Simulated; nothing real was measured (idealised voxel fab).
process module | voxel capacitor over wiring
cross-section cut | 225 nm wide | cells 5 nm
A cross-section is a grid of square cells, given in bands from the top down. A band is one or more rows of cells.
Each band's line starts with the height of the band's top and of its bottom, in nm. Then come its materials from left to right, each with its width in nm. One material with "throughout" fills the band from edge to edge. "air" is empty space.
Height 0 is the level under which the wafer as received is all one material. The lowest band goes on downwards, as in "0 down".
A width such as "30 to 40" changes by the same amount from each row of cells to the next, from the band's top row to its bottom row.
"no change" after a step means that no cell of the cross-section changed.
closed voids: empty space of 8 cells or more with no open way to the top, each as width x height at its distance from the left edge, in nm
after a step's settings: what the simulator itself notes on the step
overlay nm, on a step with a mask: how far to the right of its planned place the mask lay; to the left if negative
plan
1 op RECEIVE | material Si
2 op CONFORMAL_DEP | material SiO2 | thk nm 15
3 op DIRECTIONAL_DEP | material TiN | thk nm 5
4 op DIRECTIONAL_DEP | material W | thk nm 15
5 op MASKED_ETCH | tone cover | mask id METAL_1 | width nm 25 | pitch nm 95 | etch materials W | depth nm 15 | overlay nm 0
6 op MASKED_ETCH | tone cover | mask id METAL_1 | width nm 25 | pitch nm 95 | etch materials TiN | depth nm 5 | overlay nm 0
7 op CONFORMAL_DEP | material SiCN | thk nm 5
8 op FILL_DEP | material lowk | thk nm 5
9 op CMP | height nm 35
10 op CONFORMAL_DEP | material SiCN | thk nm 5
11 op DIRECTIONAL_DEP | material lowk | thk nm 15
12 op PATTERN | tone open | mask id PLUG_1 | material resist | width nm 15 | thk nm 20 | overlay nm 0
13 op DIRECTIONAL_ETCH | etch materials lowk | depth nm 15
14 op DIRECTIONAL_ETCH | etch materials SiCN | depth nm 5
15 op STRIP | etch materials resist
16 op CONFORMAL_DEP | material TiN | thk nm 5
17 op FILL_DEP | material Ru | thk nm 10
18 op CMP | height nm 50
19 op DIRECTIONAL_DEP | material TiN | thk nm 5
20 op DIRECTIONAL_DEP | material SiN | thk nm 5
21 op DIRECTIONAL_DEP | material TiN | thk nm 5
22 op PATTERN | tone cover | mask id UPPER_PLATE | material resist | width nm 75 | thk nm 15 | overlay nm 0
23 op DIRECTIONAL_ETCH | etch materials TiN | depth nm 5
24 op DIRECTIONAL_ETCH | etch materials SiN | depth nm 5
25 op STRIP | etch materials resist
26 op MASKED_ETCH | tone cover | mask id LOWER_PLATE | width nm 85 | etch materials TiN | depth nm 5 | overlay nm 0
27 op FILL_DEP | material SiO2 | thk nm 20
28 op CMP | height nm 85
29 op MASKED_ETCH | tone open | mask id PLUG_2 | width nm 15 | etch materials SiO2 | depth nm 15 | overlay nm 0
30 op CONFORMAL_DEP | material TiN | thk nm 5
31 op FILL_DEP | material Ru | thk nm 10
32 op CMP | height nm 85
33 op CONFORMAL_DEP | material SiN | thk nm 5
varied across the wafers: height nm of step 18. The plan shows the first wafer's value. All wafers start alike
first wafer as received, after step 1
  0 down: Si throughout
  closed voids: none
first wafer at the end, after step 33
  90 to 85: SiN throughout
  85 to 75: SiO2 70 | TiN 5 | Ru 5 | TiN 5 | SiO2 140
  75 to 70: SiO2 70 | TiN 15 | SiO2 140
  70 to 65: SiO2 throughout
  65 to 60: SiO2 60 | TiN 75 | SiO2 90
  60 to 55: SiO2 60 | SiN 75 | SiO2 90
  55 to 50: SiO2 55 | TiN 85 | SiO2 85
  50 to 40: lowk 60 | TiN 5 | Ru 5 | TiN 5 | lowk 150
  40 to 35: SiCN 60 | TiN 15 | SiCN 150
  35 to 20: lowk 45 | SiCN 5 | W 25 | SiCN 5 | lowk 60 | SiCN 5 | W 25 | SiCN 5 | lowk 50
  20 to 15: SiCN 50 | TiN 25 | SiCN 70 | TiN 25 | SiCN 55
  15 to 0: SiO2 throughout
  0 down: Si throughout
  closed voids: none
last wafer at the end
  90 to 85: SiN throughout
  85 to 80: SiO2 60 | TiN 75 | SiO2 90
  80 to 75: SiO2 60 | SiN 75 | SiO2 90
  75 to 70: SiO2 55 | TiN 85 | SiO2 85
  70 to 60: Ru throughout
  60 to 55: TiN 65 | Ru 5 | TiN 155
  55 to 40: lowk 60 | TiN 5 | Ru 5 | TiN 5 | lowk 150
  40 to 35: SiCN 60 | TiN 15 | SiCN 150
  35 to 20: lowk 45 | SiCN 5 | W 25 | SiCN 5 | lowk 60 | SiCN 5 | W 25 | SiCN 5 | lowk 50
  20 to 15: SiCN 50 | TiN 25 | SiCN 70 | TiN 25 | SiCN 55
  15 to 0: SiO2 throughout
  0 down: Si throughout
  closed voids: none
each wafer at the end: cells of each material gained (+) or lost (-) since it was received, then its closed voids
height nm 50 | +4 Ru | +89 SiCN | +60 SiN | +394 SiO2 | +56 TiN | +30 W | +177 lowk | closed voids: none
height nm 55 | +5 Ru | +89 SiCN | +60 SiN | +349 SiO2 | +58 TiN | +30 W | +219 lowk | closed voids: none
height nm 60 | +5 Ru | +89 SiCN | +60 SiN | +307 SiO2 | +100 TiN | +30 W | +219 lowk | closed voids: none
height nm 65 | +49 Ru | +89 SiCN | +60 SiN | +265 SiO2 | +98 TiN | +30 W | +219 lowk | closed voids: none
height nm 70 | +94 Ru | +89 SiCN | +60 SiN | +223 SiO2 | +95 TiN | +30 W | +219 lowk | closed voids: none
